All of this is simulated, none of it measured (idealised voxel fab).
process module | voxel wiring stack
cross-section cut | 240 nm wide | cells 5 nm
A cross-section is a grid of square cells, given in bands from the top down. A band is one or more rows of cells.
Each band's line starts with the height of the band's top and of its bottom, in nm. Then come its materials from left to right, each with its width in nm. One material with "throughout" fills the band from edge to edge. "air" is empty space.
Height 0 is the level under which the wafer as received is all one material. The lowest band goes on downwards, as in "0 down".
A width such as "30 to 40" changes by the same amount from each row of cells to the next, from the band's top row to its bottom row.
"no change" after a step means that no cell of the cross-section changed.
closed voids: empty space of 8 cells or more with no open way to the top, each as width x height at its distance from the left edge, in nm
after a step's settings: what the simulator itself notes on the step
overlay nm, on a step with a mask: how far to the right of its planned place the mask lay; to the left if negative
plan
1 op RECEIVE | material Si
2 op CONFORMAL_DEP | material SiO2 | thk nm 10
3 op DIRECTIONAL_DEP | material TiN | thk nm 5
4 op DIRECTIONAL_DEP | material Ru | thk nm 15
5 op PATTERN | tone cover | mask id METAL_1 | material resist | width nm 25 | pitch nm 40 | thk nm 15 | overlay nm 0
6 op DIRECTIONAL_ETCH | etch materials Ru | depth nm 15
7 op DIRECTIONAL_ETCH | etch materials TiN | depth nm 5
8 op STRIP | etch materials resist
9 op CONFORMAL_DEP | material SiN | thk nm 5
10 op FILL_DEP | material SiO2 | thk nm 10
11 op CMP | height nm 30
12 op CONFORMAL_DEP | material SiCN | thk nm 5
13 op DIRECTIONAL_DEP | material SiO2 | thk nm 35
14 op MASKED_ETCH | tone open | mask id METAL_2 | width nm 25 | pitch nm 40 | etch materials SiO2 | depth nm 20 | overlay nm 0
15 op DIRECTIONAL_DEP | material aC | thk nm 15
16 op PATTERN | tone open | mask id METAL_2_HOLES | material resist | width nm 15 | pitch nm 40 | thk nm 30 | overlay nm 0
17 op DIRECTIONAL_ETCH | etch materials aC | depth nm 15
18 op STRIP | etch materials resist
19 op DIRECTIONAL_ETCH | etch materials SiO2 | depth nm 15
20 op DIRECTIONAL_ETCH | etch materials SiCN | depth nm 5
21 op STRIP | etch materials aC
22 op CONFORMAL_DEP | material TiN | thk nm 5
23 op FILL_DEP | material Cu | thk nm 10
24 op CMP | height nm 70
25 op CONFORMAL_DEP | material SiCN | thk nm 5
26 op DIRECTIONAL_DEP | material lowk | thk nm 20
27 op PATTERN | tone open | mask id PLUG_2 | material resist | width nm 15 | pitch nm 80 | thk nm 20 | overlay nm 0
28 op DIRECTIONAL_ETCH | etch materials lowk | depth nm 20
29 op DIRECTIONAL_ETCH | etch materials SiCN | depth nm 5
30 op STRIP | etch materials resist
31 op EPI | material Ru | thk nm 10
32 op EPI | material Ru | thk nm 10
33 op EPI | material Ru | thk nm 5
34 op DIRECTIONAL_DEP | material TiN | thk nm 5
35 op DIRECTIONAL_DEP | material W | thk nm 15
36 op PATTERN | tone cover | mask id METAL_3 | material resist | width nm 25 | pitch nm 40 | thk nm 20 | overlay nm 0
37 op DIRECTIONAL_ETCH | etch materials W | depth nm 15
38 op DIRECTIONAL_ETCH | etch materials TiN | depth nm 5
39 op STRIP | etch materials resist
40 op CONFORMAL_DEP | material SiCN | thk nm 5
41 op FILL_DEP | material SiO2 | thk nm 10
42 op CMP | height nm 115
43 op CONFORMAL_DEP | material SiCN | thk nm 5
as received, after step 1
  0 down: Si throughout
  closed voids: none
first wafer at the end, as planned
  120 to 115: SiCN throughout
  115 to 100: SiO2 40 | SiCN 5 | W 25 | SiCN 5 | SiO2 5 | SiCN 5 | W 25 | SiCN 5 | SiO2 5 | SiCN 5 | W 25 | SiCN 5 | SiO2 5 | SiCN 5 | W 25 | SiCN 5 | SiO2 45
  100 to 95: SiCN 45 | TiN 25 | SiCN 15 | TiN 25 | SiCN 15 | TiN 25 | SiCN 15 | TiN 25 | SiCN 50
  95 to 75: lowk 45 | Ru 15 | lowk 65 | Ru 15 | lowk 100
  75 to 70: SiCN 45 | Ru 15 | SiCN 65 | Ru 15 | SiCN 100
  70 to 55: SiO2 45 | TiN 5 | Cu 15 | TiN 5 | SiO2 15 | TiN 5 | Cu 15 | TiN 5 | SiO2 15 | TiN 5 | Cu 15 | TiN 5 | SiO2 15 | TiN 5 | Cu 15 | TiN 5 | SiO2 50
  55 to 50: SiO2 45 | TiN 5 | Cu 5 | TiN 15 | SiO2 15 | TiN 5 | Cu 5 | TiN 15 | SiO2 15 | TiN 5 | Cu 5 | TiN 15 | SiO2 15 | TiN 5 | Cu 5 | TiN 15 | SiO2 50
  50 to 35: SiO2 45 | TiN 5 | Cu 5 | TiN 5 | SiO2 25 | TiN 5 | Cu 5 | TiN 5 | SiO2 25 | TiN 5 | Cu 5 | TiN 5 | SiO2 25 | TiN 5 | Cu 5 | TiN 5 | SiO2 60
  35 to 30: SiCN 45 | TiN 15 | SiCN 25 | TiN 15 | SiCN 25 | TiN 15 | SiCN 25 | TiN 15 | SiCN 60
  30 to 15: SiO2 40 | SiN 5 | Ru 25 | SiN 5 | SiO2 5 | SiN 5 | Ru 25 | SiN 5 | SiO2 5 | SiN 5 | Ru 25 | SiN 5 | SiO2 5 | SiN 5 | Ru 25 | SiN 5 | SiO2 45
  15 to 10: SiN 45 | TiN 25 | SiN 15 | TiN 25 | SiN 15 | TiN 25 | SiN 15 | TiN 25 | SiN 50
  10 to 0: SiO2 throughout
  0 down: Si throughout
  closed voids: none
second wafer at the end: like start, like plan, one mistake
  120 to 115: SiCN throughout
  115 to 110: SiO2 40 | SiCN 35 | SiO2 5 | SiCN 35 | SiO2 5 | SiCN 35 | SiO2 5 | SiCN 35 | SiO2 45
  110 to 100: SiO2 40 | SiCN 5 | W 25 | SiCN 5 | SiO2 5 | SiCN 5 | W 25 | SiCN 5 | SiO2 5 | SiCN 5 | W 25 | SiCN 5 | SiO2 5 | SiCN 5 | W 25 | SiCN 5 | SiO2 45
  100 to 95: SiCN 45 | W 25 | SiCN 15 | W 25 | SiCN 15 | W 25 | SiCN 15 | W 25 | SiCN 50
  95 to 75: lowk 45 | Ru 15 | lowk 65 | Ru 15 | lowk 100
  75 to 70: SiCN 45 | Ru 15 | SiCN 65 | Ru 15 | SiCN 100
  70 to 55: SiO2 45 | TiN 5 | Cu 15 | TiN 5 | SiO2 15 | TiN 5 | Cu 15 | TiN 5 | SiO2 15 | TiN 5 | Cu 15 | TiN 5 | SiO2 15 | TiN 5 | Cu 15 | TiN 5 | SiO2 50
  55 to 50: SiO2 45 | TiN 5 | Cu 5 | TiN 15 | SiO2 15 | TiN 5 | Cu 5 | TiN 15 | SiO2 15 | TiN 5 | Cu 5 | TiN 15 | SiO2 15 | TiN 5 | Cu 5 | TiN 15 | SiO2 50
  50 to 35: SiO2 45 | TiN 5 | Cu 5 | TiN 5 | SiO2 25 | TiN 5 | Cu 5 | TiN 5 | SiO2 25 | TiN 5 | Cu 5 | TiN 5 | SiO2 25 | TiN 5 | Cu 5 | TiN 5 | SiO2 60
  35 to 30: SiCN 45 | TiN 15 | SiCN 25 | TiN 15 | SiCN 25 | TiN 15 | SiCN 25 | TiN 15 | SiCN 60
  30 to 15: SiO2 40 | SiN 5 | Ru 25 | SiN 5 | SiO2 5 | SiN 5 | Ru 25 | SiN 5 | SiO2 5 | SiN 5 | Ru 25 | SiN 5 | SiO2 5 | SiN 5 | Ru 25 | SiN 5 | SiO2 45
  15 to 10: SiN 45 | TiN 25 | SiN 15 | TiN 25 | SiN 15 | TiN 25 | SiN 15 | TiN 25 | SiN 50
  10 to 0: SiO2 throughout
  0 down: Si throughout
  closed voids: none
what went wrong: step 34 was left out
at the end the second wafer has, in cells: 20 more of SiCN | 20 fewer of TiN
